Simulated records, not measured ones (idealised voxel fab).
process module | voxel ribs on slabs
cross-section cut | 185 nm wide | cells 5 nm
A cross-section is a grid of square cells, given in bands from the top down. A band is one or more rows of cells.
Each band's line starts with the height of the band's top and of its bottom, in nm. Then come its materials from left to right, each with its width in nm. One material with "throughout" fills the band from edge to edge. "air" is empty space.
Height 0 is the level under which the wafer as received is all one material. The lowest band goes on downwards, as in "0 down".
A width such as "30 to 40" changes by the same amount from each row of cells to the next, from the band's top row to its bottom row.
"no change" after a step means that no cell of the cross-section changed.
closed voids: empty space of 8 cells or more with no open way to the top, each as width x height at its distance from the left edge, in nm
after a step's settings: what the simulator itself notes on the step
overlay nm, on a step with a mask: how far to the right of its planned place the mask lay; to the left if negative
plan
1 op RECEIVE | material Si
2 op DIRECTIONAL_DEP | material SiO2 | thk nm 30
3 op DIRECTIONAL_DEP | material SiN | thk nm 20
4 op MASKED_ETCH | tone cover | mask id RIB | width nm 25 | etch materials SiN | depth nm 15 | overlay nm 0
5 op MASKED_ETCH | tone cover | mask id SLAB | width nm 75 | etch materials SiN | depth nm 5 | overlay nm 0
6 op FILL_DEP | material SiO2 | thk nm 25
7 op CMP | height nm 70
8 op DIRECTIONAL_DEP | material TiN | thk nm 5
9 op PATTERN | tone cover | mask id HEATER | material resist | width nm 35 | thk nm 20 | overlay nm 0
10 op DIRECTIONAL_ETCH | etch materials TiN | depth nm 5
11 op STRIP | etch materials resist
12 op CONFORMAL_DEP | material SiN | thk nm 5
first wafer, as planned
as received, after step 1
  0 down: Si throughout
  closed voids: none
after step 2
  30 to 0: SiO2 throughout
  below 0: unchanged
after step 3
  50 to 30: SiN throughout
  below 30: unchanged
after step 4
  50 to 35: air 80 | SiN 25 | air 80
  below 35: unchanged
after step 5
  50 to 35: air 80 | SiN 25 | air 80
  35 to 30: air 55 | SiN 75 | air 55
  below 30: unchanged
after step 6
  75 to 50: SiO2 throughout
  50 to 35: SiO2 80 | SiN 25 | SiO2 80
  35 to 30: SiO2 55 | SiN 75 | SiO2 55
  below 30: unchanged
after step 7
  70 to 50: SiO2 throughout
  below 50: unchanged
after step 8
  75 to 70: TiN throughout
  below 70: unchanged
after step 9
  95 to 75: air 75 | resist 35 | air 75
  below 75: unchanged
after step 10
  95 to 75: air 75 | resist 35 | air 75
  75 to 70: air 75 | TiN 35 | air 75
  below 70: unchanged
after step 11
  75 to 70: air 75 | TiN 35 | air 75
  below 70: unchanged
after step 12
  80 to 75: air 70 | SiN 45 | air 70
  75 to 70: SiN 75 | TiN 35 | SiN 75
  below 70: unchanged
second wafer: like start, like plan, one mistake. Through step 1 it matches the first wafer
when step 2 should have ended
  20 to 0: SiN throughout
  below 0: unchanged
when step 3 should have ended
  50 to 20: SiO2 throughout
  below 20: unchanged
when step 4 should have ended: no change
when step 5 should have ended: no change
when step 6 should have ended
  75 to 20: SiO2 throughout
  below 20: unchanged
when step 7 should have ended
  70 to 20: SiO2 throughout
  below 20: unchanged
when step 8 should have ended
  75 to 70: TiN throughout
  below 70: unchanged
when step 9 should have ended
  95 to 75: air 75 | resist 35 | air 75
  below 75: unchanged
when step 10 should have ended
  95 to 75: air 75 | resist 35 | air 75
  75 to 70: air 75 | TiN 35 | air 75
  below 70: unchanged
when step 11 should have ended
  75 to 70: air 75 | TiN 35 | air 75
  below 70: unchanged
when step 12 should have ended
  80 to 75: air 70 | SiN 45 | air 70
  75 to 70: SiN 75 | TiN 35 | SiN 75
  below 70: unchanged
what went wrong: steps 2 and 3 were swapped
at the end the second wafer has, in cells: 118 more of SiN | 118 fewer of SiO2
